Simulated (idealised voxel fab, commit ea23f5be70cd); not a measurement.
The following is a process module called voxel released beams.
The cross-section shown here is cut; it is 220 nm wide and divided into square cells measuring 5 nm on a side.
A cross-section is a grid of square cells, given in bands from the top down. A band is one or more rows of cells. Band: top and bottom heights (nm) first, top before bottom; then materials from left to right, widths in nm. "full width" marks a sole material filling the band edge to edge. "air" denotes empty space. All heights in this document are referenced to 0, defined as the level beneath which the wafer, as received, consists entirely of one material. The lowest band is not bounded below; it extends indefinitely downward and is written in the form "0 nm and below". Quick explanation for "30..40": the width changes in equal steps down the rows of cells, from the first number in the band's top row to the second number in its bottom row. When a step is marked "nothing different", none of the cells in the cross-section changed during that step. For the entry "Closed internal voids", the listed items are empty spaces with no open way to the top whose size is 8 cells or more; each item follows the pattern width x height at distance, where distance is from the left edge and all three are in nm. Past the settings on a step's line: simulator remark, on that step. Each step line may optionally specify "overlay nm", which for a step with a mask gives the rightward distance between the mask's planned place and where it lay, a negative value indicating the leftward direction.
Here's what the planned process steps look like
| 1 | RECEIVE, material Si |
| 2 | CONFORMAL_DEP, material SiN, thk nm 10 |
| 3 | DIRECTIONAL_DEP, material SiO2, thk nm 15 |
| 4 | MASKED_ETCH, tone open, mask id ANCHOR, width nm 45, etch materials SiO2, depth nm 15, overlay nm 0 |
| 5 | CONFORMAL_DEP, material TiN, thk nm 15 |
| 6 | PATTERN, tone cover, mask id BEAM, material resist, width nm 130, thk nm 20, overlay nm 0 |
| 7 | DIRECTIONAL_ETCH, etch materials TiN, depth nm 15 |
| 8 | STRIP, etch materials resist |
| 9 | STRIP, etch materials SiO2 |
First out of two wafers; run went to plan
Incoming wafer, cross-sectional view, post step 1
> 0 nm and below  Si full width
> Closed internal voids: none
Cross-section of the wafer subsequent to step 2
> 10 nm to 0 nm  SiN full width
> Note: structure below 0 unchanged.
Cross-section of the wafer subsequent to step 3
> 25 nm to 10 nm  SiO2 full width
> Note: structure below 10 unchanged.
Cross-section of the wafer subsequent to step 4
> 25 nm to 10 nm  45 nm SiO2  45 nm air  130 nm SiO2
> Note: structure below 10 unchanged.
Cross-section of the wafer subsequent to step 5
> 40 nm to 25 nm  60 nm TiN  15 nm air  145 nm TiN
> 25 nm to 10 nm  45 nm SiO2  45 nm TiN  130 nm SiO2
> Note: structure below 10 unchanged.
Cross-section of the wafer subsequent to step 6
> 60 nm to 40 nm  40 nm air  130 nm resist  50 nm air
> 40 nm to 25 nm  60 nm TiN  15 nm resist  145 nm TiN
> Note: structure below 25 unchanged.
Cross-section of the wafer subsequent to step 7
> 60 nm to 40 nm  40 nm air  130 nm resist  50 nm air
> 40 nm to 25 nm  40 nm air  20 nm TiN  15 nm resist  95 nm TiN  50 nm air
> Note: structure below 25 unchanged.
Cross-section of the wafer subsequent to step 8
> 40 nm to 25 nm  40 nm air  20 nm TiN  15 nm air  95 nm TiN  50 nm air
> Note: structure below 25 unchanged.
Cross-section of the wafer subsequent to step 9
> 40 nm to 25 nm  40 nm air  20 nm TiN  15 nm air  95 nm TiN  50 nm air
> 25 nm to 10 nm  45 nm air  45 nm TiN  130 nm air
> Note: structure below 10 unchanged.
The Second Wafer: Common Origin and Plan, One Mistake in Execution, Identical to the First Through Step 5
Cross-section of the second wafer corresponding to the planned conclusion of step 6
> 60 nm to 40 nm  35 nm air  130 nm resist  55 nm air
> 40 nm to 25 nm  60 nm TiN  15 nm resist  145 nm TiN
> Note: structure below 25 unchanged.
Cross-section of the second wafer corresponding to the planned conclusion of step 7
> 60 nm to 40 nm  35 nm air  130 nm resist  55 nm air
> 40 nm to 25 nm  35 nm air  25 nm TiN  15 nm resist  90 nm TiN  55 nm air
> Note: structure below 25 unchanged.
Cross-section of the second wafer corresponding to the planned conclusion of step 8
> 40 nm to 25 nm  35 nm air  25 nm TiN  15 nm air  90 nm TiN  55 nm air
> Note: structure below 25 unchanged.
Cross-section of the second wafer corresponding to the planned conclusion of step 9
> 40 nm to 25 nm  35 nm air  25 nm TiN  15 nm air  90 nm TiN  55 nm air
> 25 nm to 10 nm  45 nm air  45 nm TiN  130 nm air
> Note: structure below 10 unchanged.
What broke from the plan during processing? heads up, step 6 didn't go per plan, it actually ran as PATTERN, tone cover, mask id BEAM, material resist, width nm 130, thk nm 20, overlay nm -5
Tallied in cells, the final second wafer holds each material in the same quantity as the first, although not at the same places.
